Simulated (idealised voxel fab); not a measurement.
The document below concerns the process module designated voxel trench capacitor.
The width of the displayed cross-section, cut, is 200 nm; its cells are square, with a size of 5 nm.
Think of the cross-section as a grid of square cells. We describe it in bands, top to bottom, and each band covers one or more rows of those cells. In this notation a band is specified by the heights of its top and bottom, in that order and in nm, after which its materials appear from left to right, each paired with its width in nm. The word "all across" attached to a single material means that material fills the band from edge to edge; the word "empty" stands for empty space. Heads up on the height convention: 0 is the point under which the incoming wafer is all one material, and the lowest band has no bottom, it just keeps going down, like "z 0 and below". Read "30..40" as a graded width: first number on top, second number at the bottom, same change between each pair of neighbouring rows. Step marked "same as before"? Then no cell in the cross-section changed in it. Under "Internal closed voids" you'll find the enclosed gaps, the ones with no way out to the top, that are 8 cells or bigger; each reads width x height at distance, with distance counted from the left edge, everything in nm. Text after the settings on a step's line: the simulator's own remark on that step. "overlay nm" denotes, for a step that has a mask, the displacement of the mask to the right of its planned place, with negative values corresponding to the left.

The process steps that were planned are listed below
- 1: RECEIVE with material Si
- 2: CONFORMAL_DEP with material SiN, thk nm 5
- 3: DIRECTIONAL_DEP with material aC, thk nm 15
- 4: PATTERN with tone open, mask id TRENCH, material resist, width nm 25, pitch nm 40, thk nm 35, overlay nm 0
- 5: DIRECTIONAL_ETCH with etch materials aC, depth nm 15
- 6: STRIP with etch materials resist
- 7: DIRECTIONAL_ETCH with etch materials SiN, depth nm 5
- 8: DIRECTIONAL_ETCH with etch materials Si, depth nm 35
- 9: STRIP with etch materials aC
- 10: CONFORMAL_DEP with material Al2O3, thk nm 5
- 11: FILL_DEP with material polySi, thk nm 5
- 12: CMP with height nm 5

Cross-section of the wafer as it came to us, i.e., already through step 1
z 0 and below  Si all across
Internal closed voids: none

Module complete, cross-section. Starting point and plan per above. One mistake made in running the module
z 5 to 0  45 of SiN / 5 of Al2O3 / 15 of polySi / 5 of Al2O3 / 15 of SiN / 5 of Al2O3 / 15 of polySi / 5 of Al2O3 / 15 of SiN / 5 of Al2O3 / 15 of polySi / 5 of Al2O3 / 50 of SiN
z 0 to -65  45 of Si / 5 of Al2O3 / 15 of polySi / 5 of Al2O3 / 15 of Si / 5 of Al2O3 / 15 of polySi / 5 of Al2O3 / 15 of Si / 5 of Al2O3 / 15 of polySi / 5 of Al2O3 / 50 of Si
z -65 to -70  45 of Si / 25 of Al2O3 / 15 of Si / 25 of Al2O3 / 15 of Si / 25 of Al2O3 / 50 of Si
z -70 and below  Si all across
Internal closed voids: none
Misprocessing identified: the plan's step 8 ran twice
